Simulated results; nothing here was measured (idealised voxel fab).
process module | voxel transistor to metal
cross-section cut | 195 nm wide | cells 5 nm
A cross-section is a grid of square cells, given in bands from the top down. A band is one or more rows of cells.
Each band's line starts with the height of the band's top and of its bottom, in nm. Then come its materials from left to right, each with its width in nm. One material with "throughout" fills the band from edge to edge. "air" is empty space.
Height 0 is the level under which the wafer as received is all one material. The lowest band goes on downwards, as in "0 down".
A width such as "30 to 40" changes by the same amount from each row of cells to the next, from the band's top row to its bottom row.
"no change" after a step means that no cell of the cross-section changed.
closed voids: empty space of 8 cells or more with no open way to the top, each as width x height at its distance from the left edge, in nm
after a step's settings: what the simulator itself notes on the step
overlay nm, on a step with a mask: how far to the right of its planned place the mask lay; to the left if negative
Each pair below shows a cross-section before one step and the cross-section after it, down to the lowest band that changed. The line under each pair gives the step between them, with its settings. The pairs can come from different runs of this module on the same starting wafer, so a pair continues from the pair above only where its "before" says so.
before
  0 down: Si throughout
  closed voids: none
after
  5 to 0: SiO2 throughout
  below 0: unchanged
  closed voids: none
the step between: op CONFORMAL_DEP | material SiO2 | thk nm 5
before: the cross-section after the pair above
after
  15 to 5: SiN throughout
  below 5: unchanged
  closed voids: none
the step between: op CONFORMAL_DEP | material SiN | thk nm 10
before: the cross-section after the pair above
after
  15 to 5: air 40 | SiN 115 | air 40
  below 5: unchanged
  closed voids: none
the step between: op MASKED_ETCH | tone cover | mask id ACTIVE | width nm 115 | etch materials SiN | depth nm 10 | overlay nm 0
before: the cross-section after the pair above
after
  15 to 5: air 40 | SiN 115 | air 40
  5 to 0: air 40 | SiO2 115 | air 40
  below 0: unchanged
  closed voids: none
the step between: op MASKED_ETCH | tone cover | mask id ACTIVE | width nm 115 | etch materials SiO2 | depth nm 5 | overlay nm 0
before: the cross-section after the pair above
after
  15 to 5: air 40 | SiN 115 | air 40
  5 to 0: air 40 | SiO2 115 | air 40
  0 to -30: air 40 | Si 115 | air 40
  below -30: unchanged
  closed voids: none
the step between: op MASKED_ETCH | tone cover | mask id ACTIVE | width nm 115 | etch materials Si | depth nm 30 | overlay nm 0
before: the cross-section after the pair above
after
  20 to 15: SiO2 throughout
  15 to 5: SiO2 40 | SiN 115 | SiO2 40
  5 to 0: SiO2 throughout
  0 to -30: SiO2 40 | Si 115 | SiO2 40
  below -30: unchanged
  closed voids: none
the step between: op FILL_DEP | material SiO2 | thk nm 5
before: the cross-section after the pair above
after
  15 to 5: SiO2 40 | SiN 115 | SiO2 40
  below 5: unchanged
  closed voids: none
the step between: op CMP | height nm 15
before: the cross-section after the pair above
after
  15 to 10: air 40 | SiN 115 | air 40
  below 10: unchanged
  closed voids: none
the step between: op SELECTIVE_ETCH | etch materials SiO2 | depth nm 5
before: the cross-section after the pair above
after
  10 to 5: SiO2 40 | air 115 | SiO2 40
  below 5: unchanged
  closed voids: none
the step between: op STRIP | etch materials SiN
before: the cross-section after the pair above
after
  5 to 0: SiO2 35 | air 125 | SiO2 35
  below 0: unchanged
  closed voids: none
the step between: op SELECTIVE_ETCH | etch materials SiO2 | depth nm 5
before: the cross-section after the pair above
after
  5 to 0: SiO2 35 | air 125 | SiO2 35
  0 to -5: SiO2 throughout
  below -5: unchanged
  closed voids: none
the step between: op OXIDIZE | depth nm 5
before: the cross-section after the pair above
after
  25 to 20: polySi 35 | air 125 | polySi 35
  20 to 5: polySi throughout
  5 to 0: SiO2 35 | polySi 125 | SiO2 35
  below 0: unchanged
  closed voids: none
the step between: op DIRECTIONAL_DEP | material polySi | thk nm 20
before: the cross-section after the pair above
after
  35 to 30: SiCN 35 | air 125 | SiCN 35
  30 to 25: SiCN throughout
  25 to 20: polySi 35 | SiCN 125 | polySi 35
  below 20: unchanged
  closed voids: none
the step between: op DIRECTIONAL_DEP | material SiCN | thk nm 10
before: the cross-section after the pair above
after
  50 to 35: air 85 | resist 25 | air 85
  35 to 30: SiCN 35 | air 50 | resist 25 | air 50 | SiCN 35
  below 30: unchanged
  closed voids: none
the step between: op PATTERN | tone cover | mask id GATE | material resist | width nm 25 | thk nm 15 | overlay nm 0
before: the cross-section after the pair above
after
  50 to 30: air 85 | resist 25 | air 85
  30 to 25: air 85 | SiCN 25 | air 85
  25 to 20: polySi 35 | air 50 | SiCN 25 | air 50 | polySi 35
  below 20: unchanged
  closed voids: none
the step between: op DIRECTIONAL_ETCH | etch materials SiCN | depth nm 20
before: the cross-section after the pair above
after
  50 to 30: air 85 | resist 25 | air 85
  30 to 20: air 85 | SiCN 25 | air 85
  20 to 5: air 85 | polySi 25 | air 85
  5 to 0: SiO2 35 | air 50 | polySi 25 | air 50 | SiO2 35
  below 0: unchanged
  closed voids: none
the step between: op DIRECTIONAL_ETCH | etch materials polySi | depth nm 30
before: the cross-section after the pair above
after
  30 to 20: air 85 | SiCN 25 | air 85
  below 20: unchanged
  closed voids: none
the step between: op STRIP | etch materials resist
before: the cross-section after the pair above
after
  35 to 30: air 80 | SiO2 35 | air 80
  30 to 20: air 80 | SiO2 5 | SiCN 25 | SiO2 5 | air 80
  20 to 10: air 80 | SiO2 5 | polySi 25 | SiO2 5 | air 80
  10 to 5: SiO2 40 | air 40 | SiO2 5 | polySi 25 | SiO2 5 | air 40 | SiO2 40
  5 to 0: SiO2 85 | polySi 25 | SiO2 85
  below 0: unchanged
  closed voids: none
the step between: op CONFORMAL_DEP | material SiO2 | thk nm 5
before: the cross-section after the pair above
after
  30 to 20: air 80 | SiO2 5 | SiCN 25 | SiO2 5 | air 80
  20 to 5: air 80 | SiO2 5 | polySi 25 | SiO2 5 | air 80
  5 to 0: SiO2 40 | air 40 | SiO2 5 | polySi 25 | SiO2 5 | air 40 | SiO2 40
  below 0: unchanged
  closed voids: none
the step between: op DIRECTIONAL_ETCH | etch materials SiO2 | depth nm 5
before: the cross-section after the pair above
after
  40 to 30: air 70 | SiN 55 | air 70
  30 to 20: air 70 | SiN 10 | SiO2 5 | SiCN 25 | SiO2 5 | SiN 10 | air 70
  20 to 15: air 70 | SiN 10 | SiO2 5 | polySi 25 | SiO2 5 | SiN 10 | air 70
  15 to 10: SiN 50 | air 20 | SiN 10 | SiO2 5 | polySi 25 | SiO2 5 | SiN 10 | air 20 | SiN 50
  10 to 5: SiN 80 | SiO2 5 | polySi 25 | SiO2 5 | SiN 80
  5 to 0: SiO2 40 | SiN 40 | SiO2 5 | polySi 25 | SiO2 5 | SiN 40 | SiO2 40
  below 0: unchanged
  closed voids: none
the step between: op CONFORMAL_DEP | material SiN | thk nm 10
before: the cross-section after the pair above
after
  30 to 20: air 70 | SiN 10 | SiO2 5 | SiCN 25 | SiO2 5 | SiN 10 | air 70
  20 to 5: air 70 | SiN 10 | SiO2 5 | polySi 25 | SiO2 5 | SiN 10 | air 70
  5 to 0: SiO2 40 | SiN 10 | air 20 | SiN 10 | SiO2 5 | polySi 25 | SiO2 5 | SiN 10 | air 20 | SiN 10 | SiO2 40
  below 0: unchanged
  closed voids: none
the step between: op DIRECTIONAL_ETCH | etch materials SiN | depth nm 10
before: the cross-section after the pair above
after
  30 to 25: air 70 | SiN 10 | air 5 | SiCN 25 | air 5 | SiN 10 | air 70
  25 to 20: air 70 | SiN 10 | SiO2 5 | SiCN 25 | SiO2 5 | SiN 10 | air 70
  20 to 5: air 70 | SiN 10 | SiO2 5 | polySi 25 | SiO2 5 | SiN 10 | air 70
  5 to 0: air 40 | SiN 10 | air 20 | SiN 10 | SiO2 5 | polySi 25 | SiO2 5 | SiN 10 | air 20 | SiN 10 | air 40
  0 to -5: SiO2 50 | air 20 | SiO2 55 | air 20 | SiO2 50
  below -5: unchanged
  closed voids: none
the step between: op DIRECTIONAL_ETCH | etch materials SiO2 | depth nm 5
before: the cross-section after the pair above
after
  30 to 25: air 70 | SiN 10 | air 5 | SiCN 25 | air 5 | SiN 10 | air 70
  25 to 20: air 70 | SiN 10 | SiO2 5 | SiCN 25 | SiO2 5 | SiN 10 | air 70
  20 to 5: air 70 | SiN 10 | SiO2 5 | polySi 25 | SiO2 5 | SiN 10 | air 70
  5 to 0: air 40 | SiN 10 | air 20 | SiN 10 | SiO2 5 | polySi 25 | SiO2 5 | SiN 10 | air 20 | SiN 10 | air 40
  0 to -5: SiO2 50 | air 20 | SiO2 55 | air 20 | SiO2 50
  -5 to -20: SiO2 40 | Si 10 | air 20 | Si 55 | air 20 | Si 10 | SiO2 40
  below -20: unchanged
  closed voids: none
the step between: op DIRECTIONAL_ETCH | etch materials Si | depth nm 15
before: the cross-section after the pair above
after
  30 to 25: air 70 | SiN 10 | air 5 | SiCN 25 | air 5 | SiN 10 | air 70
  25 to 20: air 70 | SiN 10 | SiO2 5 | SiCN 25 | SiO2 5 | SiN 10 | air 70
  20 to 10: air 70 | SiN 10 | SiO2 5 | polySi 25 | SiO2 5 | SiN 10 | air 70
  10 to 5: air 45 | SiGe 25 | SiN 10 | SiO2 5 | polySi 25 | SiO2 5 | SiN 10 | SiGe 25 | air 45
  5 to 0: air 40 | SiN 10 | SiGe 20 | SiN 10 | SiO2 5 | polySi 25 | SiO2 5 | SiN 10 | SiGe 20 | SiN 10 | air 40
  0 to -5: SiO2 50 | SiGe 20 | SiO2 55 | SiGe 20 | SiO2 50
  -5 to -20: SiO2 40 | Si 10 | SiGe 20 | Si 55 | SiGe 20 | Si 10 | SiO2 40
  below -20: unchanged
  closed voids: none
the step between: op EPI | material SiGe | thk nm 15
before: the cross-section after the pair above
after
  35 to 30: SiO2 throughout
  30 to 20: SiO2 70 | SiN 10 | SiO2 5 | SiCN 25 | SiO2 5 | SiN 10 | SiO2 70
  20 to 10: SiO2 70 | SiN 10 | SiO2 5 | polySi 25 | SiO2 5 | SiN 10 | SiO2 70
  10 to 5: SiO2 45 | SiGe 25 | SiN 10 | SiO2 5 | polySi 25 | SiO2 5 | SiN 10 | SiGe 25 | SiO2 45
  5 to 0: SiO2 40 | SiN 10 | SiGe 20 | SiN 10 | SiO2 5 | polySi 25 | SiO2 5 | SiN 10 | SiGe 20 | SiN 10 | SiO2 40
  below 0: unchanged
  closed voids: none
the step between: op FILL_DEP | material SiO2 | thk nm 5
before: the cross-section after the pair above
after
  20 to 10: SiO2 70 | SiN 10 | SiO2 5 | polySi 25 | SiO2 5 | SiN 10 | SiO2 70
  below 10: unchanged
  closed voids: none
the step between: op CMP | height nm 20
before: the cross-section after the pair above
after
  20 to 10: SiO2 70 | SiN 10 | SiO2 5 | air 25 | SiO2 5 | SiN 10 | SiO2 70
  10 to 5: SiO2 45 | SiGe 25 | SiN 10 | SiO2 5 | air 25 | SiO2 5 | SiN 10 | SiGe 25 | SiO2 45
  5 to 0: SiO2 40 | SiN 10 | SiGe 20 | SiN 10 | SiO2 5 | air 25 | SiO2 5 | SiN 10 | SiGe 20 | SiN 10 | SiO2 40
  below 0: unchanged
  closed voids: none
the step between: op STRIP | etch materials polySi
before: the cross-section after the pair above
after
  20 to 15: air 70 | SiN 10 | air 35 | SiN 10 | air 70
  15 to 10: SiO2 70 | SiN 10 | air 35 | SiN 10 | SiO2 70
  10 to 5: SiO2 45 | SiGe 25 | SiN 10 | air 35 | SiN 10 | SiGe 25 | SiO2 45
  5 to 0: SiO2 40 | SiN 10 | SiGe 20 | SiN 10 | air 35 | SiN 10 | SiGe 20 | SiN 10 | SiO2 40
  0 to -5: SiO2 50 | SiGe 20 | SiO2 10 | air 35 | SiO2 10 | SiGe 20 | SiO2 50
  below -5: unchanged
  closed voids: none
the step between: op SELECTIVE_ETCH | etch materials SiO2 | depth nm 5
before: the cross-section after the pair above
after
  25 to 20: air 65 | HfO2 20 | air 25 | HfO2 20 | air 65
  20 to 15: HfO2 70 | SiN 10 | HfO2 5 | air 25 | HfO2 5 | SiN 10 | HfO2 70
  15 to 10: SiO2 70 | SiN 10 | HfO2 5 | air 25 | HfO2 5 | SiN 10 | SiO2 70
  10 to 5: SiO2 45 | SiGe 25 | SiN 10 | HfO2 5 | air 25 | HfO2 5 | SiN 10 | SiGe 25 | SiO2 45
  5 to 0: SiO2 40 | SiN 10 | SiGe 20 | SiN 10 | HfO2 5 | air 25 | HfO2 5 | SiN 10 | SiGe 20 | SiN 10 | SiO2 40
  0 to -5: SiO2 50 | SiGe 20 | SiO2 10 | HfO2 35 | SiO2 10 | SiGe 20 | SiO2 50
  below -5: unchanged
  closed voids: none
the step between: op CONFORMAL_DEP | material HfO2 | thk nm 5
before: the cross-section after the pair above
after
  30 to 25: air 60 | TiN 30 | air 15 | TiN 30 | air 60
  25 to 20: TiN 65 | HfO2 20 | TiN 5 | air 15 | TiN 5 | HfO2 20 | TiN 65
  20 to 15: HfO2 70 | SiN 10 | HfO2 5 | TiN 5 | air 15 | TiN 5 | HfO2 5 | SiN 10 | HfO2 70
  15 to 10: SiO2 70 | SiN 10 | HfO2 5 | TiN 5 | air 15 | TiN 5 | HfO2 5 | SiN 10 | SiO2 70
  10 to 5: SiO2 45 | SiGe 25 | SiN 10 | HfO2 5 | TiN 5 | air 15 | TiN 5 | HfO2 5 | SiN 10 | SiGe 25 | SiO2 45
  5 to 0: SiO2 40 | SiN 10 | SiGe 20 | SiN 10 | HfO2 5 | TiN 25 | HfO2 5 | SiN 10 | SiGe 20 | SiN 10 | SiO2 40
  below 0: unchanged
  closed voids: none
the step between: op CONFORMAL_DEP | material TiN | thk nm 5
before: the cross-section after the pair above
after
  40 to 30: W throughout
  30 to 25: W 60 | TiN 30 | W 15 | TiN 30 | W 60
  25 to 20: TiN 65 | HfO2 20 | TiN 5 | W 15 | TiN 5 | HfO2 20 | TiN 65
  20 to 15: HfO2 70 | SiN 10 | HfO2 5 | TiN 5 | W 15 | TiN 5 | HfO2 5 | SiN 10 | HfO2 70
  15 to 10: SiO2 70 | SiN 10 | HfO2 5 | TiN 5 | W 15 | TiN 5 | HfO2 5 | SiN 10 | SiO2 70
  10 to 5: SiO2 45 | SiGe 25 | SiN 10 | HfO2 5 | TiN 5 | W 15 | TiN 5 | HfO2 5 | SiN 10 | SiGe 25 | SiO2 45
  below 5: unchanged
  closed voids: none
the step between: op FILL_DEP | material W | thk nm 10
before: the cross-section after the pair above
after
  15 to 10: SiO2 70 | SiN 10 | HfO2 5 | TiN 5 | W 15 | TiN 5 | HfO2 5 | SiN 10 | SiO2 70
  below 10: unchanged
  closed voids: none
the step between: op CMP | height nm 15
before: the cross-section after the pair above
after
  30 to 15: SiO2 throughout
  below 15: unchanged
  closed voids: none
the step between: op DIRECTIONAL_DEP | material SiO2 | thk nm 15
before: the cross-section after the pair above
after
  30 to 15: SiO2 50 | air 15 | SiO2 65 | air 15 | SiO2 50
  15 to 10: SiO2 50 | air 15 | SiO2 5 | SiN 10 | HfO2 5 | TiN 5 | W 15 | TiN 5 | HfO2 5 | SiN 10 | SiO2 5 | air 15 | SiO2 50
  below 10: unchanged
  closed voids: none
the step between: op MASKED_ETCH | tone open | mask id CONTACT | width nm 15 | pitch nm 80 | etch materials SiO2 | depth nm 20 | overlay nm 0
before: the cross-section after the pair above
after
  35 to 30: TiN 55 | air 5 | TiN 75 | air 5 | TiN 55
  30 to 15: SiO2 50 | TiN 5 | air 5 | TiN 5 | SiO2 65 | TiN 5 | air 5 | TiN 5 | SiO2 50
  15 to 10: SiO2 50 | TiN 15 | SiO2 5 | SiN 10 | HfO2 5 | TiN 5 | W 15 | TiN 5 | HfO2 5 | SiN 10 | SiO2 5 | TiN 15 | SiO2 50
  below 10: unchanged
  closed voids: none
the step between: op CONFORMAL_DEP | material TiN | thk nm 5
before: the cross-section after the pair above
after
  45 to 35: W throughout
  35 to 30: TiN 55 | W 5 | TiN 75 | W 5 | TiN 55
  30 to 15: SiO2 50 | TiN 5 | W 5 | TiN 5 | SiO2 65 | TiN 5 | W 5 | TiN 5 | SiO2 50
  below 15: unchanged
  closed voids: none
the step between: op FILL_DEP | material W | thk nm 10
before: the cross-section after the pair above
after
  30 to 15: SiO2 50 | TiN 5 | W 5 | TiN 5 | SiO2 65 | TiN 5 | W 5 | TiN 5 | SiO2 50
  below 15: unchanged
  closed voids: none
the step between: op CMP | height nm 30
before: the cross-section after the pair above
after
  35 to 30: SiCN throughout
  below 30: unchanged
  closed voids: none
the step between: op CONFORMAL_DEP | material SiCN | thk nm 5
before: the cross-section after the pair above
after
  60 to 35: SiO2 throughout
  below 35: unchanged
  closed voids: none
the step between: op DIRECTIONAL_DEP | material SiO2 | thk nm 25
before: the cross-section after the pair above
after
  60 to 35: SiO2 50 | air 15 | SiO2 65 | air 15 | SiO2 50
  below 35: unchanged
  closed voids: none
the step between: op MASKED_ETCH | tone open | mask id METAL_1 | width nm 15 | pitch nm 80 | etch materials SiO2 | depth nm 25 | overlay nm 0
before: the cross-section after the pair above
after
  60 to 35: SiO2 50 | air 15 | SiO2 65 | air 15 | SiO2 50
  35 to 30: SiCN 50 | air 15 | SiCN 65 | air 15 | SiCN 50
  below 30: unchanged
  closed voids: none
the step between: op MASKED_ETCH | tone open | mask id METAL_1 | width nm 15 | pitch nm 80 | etch materials SiCN | depth nm 5 | overlay nm 0
before: the cross-section after the pair above
after
  65 to 60: TiN 55 | air 5 | TiN 75 | air 5 | TiN 55
  60 to 35: SiO2 50 | TiN 5 | air 5 | TiN 5 | SiO2 65 | TiN 5 | air 5 | TiN 5 | SiO2 50
  35 to 30: SiCN 50 | TiN 15 | SiCN 65 | TiN 15 | SiCN 50
  below 30: unchanged
  closed voids: none
the step between: op CONFORMAL_DEP | material TiN | thk nm 5
before: the cross-section after the pair above
after
  70 to 65: Cu throughout
  65 to 60: TiN 55 | Cu 5 | TiN 75 | Cu 5 | TiN 55
  60 to 35: SiO2 50 | TiN 5 | Cu 5 | TiN 5 | SiO2 65 | TiN 5 | Cu 5 | TiN 5 | SiO2 50
  below 35: unchanged
  closed voids: none
the step between: op FILL_DEP | material Cu | thk nm 5
before: the cross-section after the pair above
after
  60 to 35: SiO2 50 | TiN 5 | Cu 5 | TiN 5 | SiO2 65 | TiN 5 | Cu 5 | TiN 5 | SiO2 50
  below 35: unchanged
  closed voids: none
the step between: op CMP | height nm 60
before: the cross-section after the pair above
after
  65 to 60: SiCN throughout
  below 60: unchanged
  closed voids: none
the step between: op CONFORMAL_DEP | material SiCN | thk nm 5
before: the cross-section after the pair above
after
  90 to 65: lowk throughout
  below 65: unchanged
  closed voids: none
the step between: op DIRECTIONAL_DEP | material lowk | thk nm 25
before: the cross-section after the pair above
after
  90 to 75: lowk 50 | air 15 | lowk 65 | air 15 | lowk 50
  below 75: unchanged
  closed voids: none
the step between: op MASKED_ETCH | tone open | mask id METAL_2 | width nm 15 | pitch nm 80 | etch materials lowk | depth nm 15 | overlay nm 0
before: the cross-section after the pair above
after
  100 to 90: aC 50 | air 15 | aC 65 | air 15 | aC 50
  90 to 85: lowk 50 | air 15 | lowk 65 | air 15 | lowk 50
  85 to 75: lowk 50 | aC 15 | lowk 65 | aC 15 | lowk 50
  below 75: unchanged
  closed voids: none
the step between: op DIRECTIONAL_DEP | material aC | thk nm 10
before: the cross-section after the pair above
after
  130 to 100: resist 50 | air 15 | resist 65 | air 15 | resist 50
  below 100: unchanged
  closed voids: none
the step between: op PATTERN | tone open | mask id METAL_2_HOLES | material resist | width nm 15 | pitch nm 80 | thk nm 30 | overlay nm 0
before: the cross-section after the pair above
after
  120 to 100: resist 50 | air 15 | resist 65 | air 15 | resist 50
  100 to 90: aC 50 | air 15 | aC 65 | air 15 | aC 50
  90 to 75: lowk 50 | air 15 | lowk 65 | air 15 | lowk 50
  below 75: unchanged
  closed voids: none
the step between: op DIRECTIONAL_ETCH | etch materials aC | depth nm 10
before: the cross-section after the pair above
after
  100 to 90: aC 50 | air 15 | aC 65 | air 15 | aC 50
  below 90: unchanged
  closed voids: none
the step between: op STRIP | etch materials resist
before: the cross-section after the pair above
after
  100 to 90: aC 50 | air 15 | aC 65 | air 15 | aC 50
  90 to 65: lowk 50 | air 15 | lowk 65 | air 15 | lowk 50
  below 65: unchanged
  closed voids: none
the step between: op DIRECTIONAL_ETCH | etch materials lowk | depth nm 10
before: the cross-section after the pair above
after
  100 to 90: aC 50 | air 15 | aC 65 | air 15 | aC 50
  90 to 65: lowk 50 | air 15 | lowk 65 | air 15 | lowk 50
  65 to 60: SiCN 50 | air 15 | SiCN 65 | air 15 | SiCN 50
  below 60: unchanged
  closed voids: none
the step between: op DIRECTIONAL_ETCH | etch materials SiCN | depth nm 5
before: the cross-section after the pair above
after
  90 to 65: lowk 50 | air 15 | lowk 65 | air 15 | lowk 50
  below 65: unchanged
  closed voids: none
the step between: op STRIP | etch materials aC
before: the cross-section after the pair above
after
  95 to 90: TiN 55 | air 5 | TiN 75 | air 5 | TiN 55
  90 to 65: lowk 50 | TiN 5 | air 5 | TiN 5 | lowk 65 | TiN 5 | air 5 | TiN 5 | lowk 50
  65 to 60: SiCN 50 | TiN 15 | SiCN 65 | TiN 15 | SiCN 50
  below 60: unchanged
  closed voids: none
the step between: op CONFORMAL_DEP | material TiN | thk nm 5
before: the cross-section after the pair above
after
  105 to 95: Cu throughout
  95 to 90: TiN 55 | Cu 5 | TiN 75 | Cu 5 | TiN 55
  90 to 65: lowk 50 | TiN 5 | Cu 5 | TiN 5 | lowk 65 | TiN 5 | Cu 5 | TiN 5 | lowk 50
  below 65: unchanged
  closed voids: none
the step between: op FILL_DEP | material Cu | thk nm 10
before: the cross-section after the pair above
after
  90 to 65: lowk 50 | TiN 5 | Cu 5 | TiN 5 | lowk 65 | TiN 5 | Cu 5 | TiN 5 | lowk 50
  below 65: unchanged
  closed voids: none
the step between: op CMP | height nm 90
before: the cross-section after the pair above
after
  95 to 90: SiN throughout
  below 90: unchanged
  closed voids: none
the step between: op CONFORMAL_DEP | material SiN | thk nm 5
before
  0 down: Si throughout
  closed voids: none
after
  10 to 0: SiN throughout
  below 0: unchanged
  closed voids: none
the step between: op CONFORMAL_DEP | material SiN | thk nm 10
before: the cross-section after the pair above
after
  10 to 0: air 40 | SiN 115 | air 40
  below 0: unchanged
  closed voids: none
the step between: op MASKED_ETCH | tone cover | mask id ACTIVE | width nm 115 | etch materials SiN | depth nm 10 | overlay nm 0
before: the cross-section after the pair above
after
  10 to 0: air 40 | SiN 115 | air 40
  0 to -30: air 40 | Si 115 | air 40
  below -30: unchanged
  closed voids: none
the step between: op MASKED_ETCH | tone cover | mask id ACTIVE | width nm 115 | etch materials Si | depth nm 30 | overlay nm 0
before: the cross-section after the pair above
after
  15 to 10: SiO2 throughout
  10 to 0: SiO2 40 | SiN 115 | SiO2 40
  0 to -30: SiO2 40 | Si 115 | SiO2 40
  below -30: unchanged
  closed voids: none
the step between: op FILL_DEP | material SiO2 | thk nm 5
before: the cross-section after the pair above
after
  10 to 0: SiO2 40 | SiN 115 | SiO2 40
  below 0: unchanged
  closed voids: none
the step between: op SELECTIVE_ETCH | etch materials SiO2 | depth nm 5
before: the cross-section after the pair above
after
  10 to 0: SiO2 40 | air 115 | SiO2 40
  below 0: unchanged
  closed voids: none
the step between: op STRIP | etch materials SiN
before: the cross-section after the pair above
after
  5 to 0: SiO2 35 | air 125 | SiO2 35
  0 to -5: SiO2 35 | air 5 | Si 115 | air 5 | SiO2 35
  below -5: unchanged
  closed voids: none
the step between: op SELECTIVE_ETCH | etch materials SiO2 | depth nm 5
before: the cross-section after the pair above
after
  5 to 0: SiO2 35 | air 125 | SiO2 35
  0 to -5: SiO2 35 | air 5 | SiO2 115 | air 5 | SiO2 35
  -5 to -10: SiO2 45 | Si 105 | SiO2 45
  below -10: unchanged
  closed voids: none
the step between: op OXIDIZE | depth nm 5
before: the cross-section after the pair above
after
  25 to 20: polySi 35 | air 125 | polySi 35
  20 to 15: polySi 35 | air 5 | polySi 115 | air 5 | polySi 35
  15 to 5: polySi throughout
  5 to 0: SiO2 35 | polySi 125 | SiO2 35
  0 to -5: SiO2 35 | polySi 5 | SiO2 115 | polySi 5 | SiO2 35
  below -5: unchanged
  closed voids: none
the step between: op DIRECTIONAL_DEP | material polySi | thk nm 20
before: the cross-section after the pair above
after
  35 to 30: SiCN 35 | air 125 | SiCN 35
  30 to 25: SiCN 35 | air 5 | SiCN 115 | air 5 | SiCN 35
  25 to 20: polySi 35 | SiCN 125 | polySi 35
  20 to 15: polySi 35 | SiCN 5 | polySi 115 | SiCN 5 | polySi 35
  below 15: unchanged
  closed voids: none
the step between: op DIRECTIONAL_DEP | material SiCN | thk nm 10
before: the cross-section after the pair above
after
  50 to 35: air 85 | resist 25 | air 85
  35 to 30: SiCN 35 | air 50 | resist 25 | air 50 | SiCN 35
  below 30: unchanged
  closed voids: none
the step between: op PATTERN | tone cover | mask id GATE | material resist | width nm 25 | thk nm 15 | overlay nm 0
before: the cross-section after the pair above
after
  50 to 30: air 85 | resist 25 | air 85
  30 to 25: air 85 | SiCN 25 | air 85
  25 to 20: polySi 35 | air 50 | SiCN 25 | air 50 | polySi 35
  20 to 15: polySi 35 | air 5 | polySi 115 | air 5 | polySi 35
  below 15: unchanged
  closed voids: none
the step between: op DIRECTIONAL_ETCH | etch materials SiCN | depth nm 20
before: the cross-section after the pair above
after
  50 to 30: air 85 | resist 25 | air 85
  30 to 20: air 85 | SiCN 25 | air 85
  20 to 5: air 85 | polySi 25 | air 85
  5 to 0: SiO2 35 | air 50 | polySi 25 | air 50 | SiO2 35
  0 to -5: SiO2 35 | air 5 | SiO2 115 | air 5 | SiO2 35
  below -5: unchanged
  closed voids: none
the step between: op DIRECTIONAL_ETCH | etch materials polySi | depth nm 30
before: the cross-section after the pair above
after
  30 to 20: air 85 | SiCN 25 | air 85
  below 20: unchanged
  closed voids: none
the step between: op STRIP | etch materials resist
before: the cross-section after the pair above
after
  35 to 30: air 80 | SiO2 35 | air 80
  30 to 20: air 80 | SiO2 5 | SiCN 25 | SiO2 5 | air 80
  20 to 10: air 80 | SiO2 5 | polySi 25 | SiO2 5 | air 80
  10 to 5: SiO2 40 | air 40 | SiO2 5 | polySi 25 | SiO2 5 | air 40 | SiO2 40
  5 to 0: SiO2 85 | polySi 25 | SiO2 85
  0 to -5: SiO2 throughout
  below -5: unchanged
  closed voids: none
the step between: op CONFORMAL_DEP | material SiO2 | thk nm 5
before: the cross-section after the pair above
after
  30 to 20: air 80 | SiO2 5 | SiCN 25 | SiO2 5 | air 80
  20 to 5: air 80 | SiO2 5 | polySi 25 | SiO2 5 | air 80
  5 to 0: SiO2 40 | air 40 | SiO2 5 | polySi 25 | SiO2 5 | air 40 | SiO2 40
  below 0: unchanged
  closed voids: none
the step between: op DIRECTIONAL_ETCH | etch materials SiO2 | depth nm 5
before: the cross-section after the pair above
after
  40 to 30: air 70 | SiN 55 | air 70
  30 to 20: air 70 | SiN 10 | SiO2 5 | SiCN 25 | SiO2 5 | SiN 10 | air 70
  20 to 15: air 70 | SiN 10 | SiO2 5 | polySi 25 | SiO2 5 | SiN 10 | air 70
  15 to 10: SiN 50 | air 20 | SiN 10 | SiO2 5 | polySi 25 | SiO2 5 | SiN 10 | air 20 | SiN 50
  10 to 5: SiN 80 | SiO2 5 | polySi 25 | SiO2 5 | SiN 80
  5 to 0: SiO2 40 | SiN 40 | SiO2 5 | polySi 25 | SiO2 5 | SiN 40 | SiO2 40
  below 0: unchanged
  closed voids: none
the step between: op CONFORMAL_DEP | material SiN | thk nm 10
before: the cross-section after the pair above
after
  30 to 20: air 70 | SiN 10 | SiO2 5 | SiCN 25 | SiO2 5 | SiN 10 | air 70
  20 to 5: air 70 | SiN 10 | SiO2 5 | polySi 25 | SiO2 5 | SiN 10 | air 70
  5 to 0: SiO2 40 | SiN 10 | air 20 | SiN 10 | SiO2 5 | polySi 25 | SiO2 5 | SiN 10 | air 20 | SiN 10 | SiO2 40
  below 0: unchanged
  closed voids: none
the step between: op DIRECTIONAL_ETCH | etch materials SiN | depth nm 10
before: the cross-section after the pair above
after
  30 to 25: air 70 | SiN 10 | air 5 | SiCN 25 | air 5 | SiN 10 | air 70
  25 to 20: air 70 | SiN 10 | SiO2 5 | SiCN 25 | SiO2 5 | SiN 10 | air 70
  20 to 5: air 70 | SiN 10 | SiO2 5 | polySi 25 | SiO2 5 | SiN 10 | air 70
  5 to 0: air 40 | SiN 10 | air 20 | SiN 10 | SiO2 5 | polySi 25 | SiO2 5 | SiN 10 | air 20 | SiN 10 | air 40
  0 to -5: SiO2 50 | air 20 | SiO2 55 | air 20 | SiO2 50
  below -5: unchanged
  closed voids: none
the step between: op DIRECTIONAL_ETCH | etch materials SiO2 | depth nm 5
before: the cross-section after the pair above
after
  30 to 25: air 70 | SiN 10 | air 5 | SiCN 25 | air 5 | SiN 10 | air 70
  25 to 20: air 70 | SiN 10 | SiO2 5 | SiCN 25 | SiO2 5 | SiN 10 | air 70
  20 to 5: air 70 | SiN 10 | SiO2 5 | polySi 25 | SiO2 5 | SiN 10 | air 70
  5 to 0: air 40 | SiN 10 | air 20 | SiN 10 | SiO2 5 | polySi 25 | SiO2 5 | SiN 10 | air 20 | SiN 10 | air 40
  0 to -5: SiO2 50 | air 20 | SiO2 55 | air 20 | SiO2 50
  -5 to -10: SiO2 45 | Si 5 | air 20 | Si 55 | air 20 | Si 5 | SiO2 45
  -10 to -20: SiO2 40 | Si 10 | air 20 | Si 55 | air 20 | Si 10 | SiO2 40
  below -20: unchanged
  closed voids: none
the step between: op DIRECTIONAL_ETCH | etch materials Si | depth nm 15
before: the cross-section after the pair above
after
  30 to 25: air 70 | SiN 10 | air 5 | SiCN 25 | air 5 | SiN 10 | air 70
  25 to 20: air 70 | SiN 10 | SiO2 5 | SiCN 25 | SiO2 5 | SiN 10 | air 70
  20 to 10: air 70 | SiN 10 | SiO2 5 | polySi 25 | SiO2 5 | SiN 10 | air 70
  10 to 5: air 45 | SiGe 25 | SiN 10 | SiO2 5 | polySi 25 | SiO2 5 | SiN 10 | SiGe 25 | air 45
  5 to 0: air 40 | SiN 10 | SiGe 20 | SiN 10 | SiO2 5 | polySi 25 | SiO2 5 | SiN 10 | SiGe 20 | SiN 10 | air 40
  0 to -5: SiO2 50 | SiGe 20 | SiO2 55 | SiGe 20 | SiO2 50
  -5 to -10: SiO2 45 | Si 5 | SiGe 20 | Si 55 | SiGe 20 | Si 5 | SiO2 45
  -10 to -20: SiO2 40 | Si 10 | SiGe 20 | Si 55 | SiGe 20 | Si 10 | SiO2 40
  below -20: unchanged
  closed voids: none
the step between: op EPI | material SiGe | thk nm 15
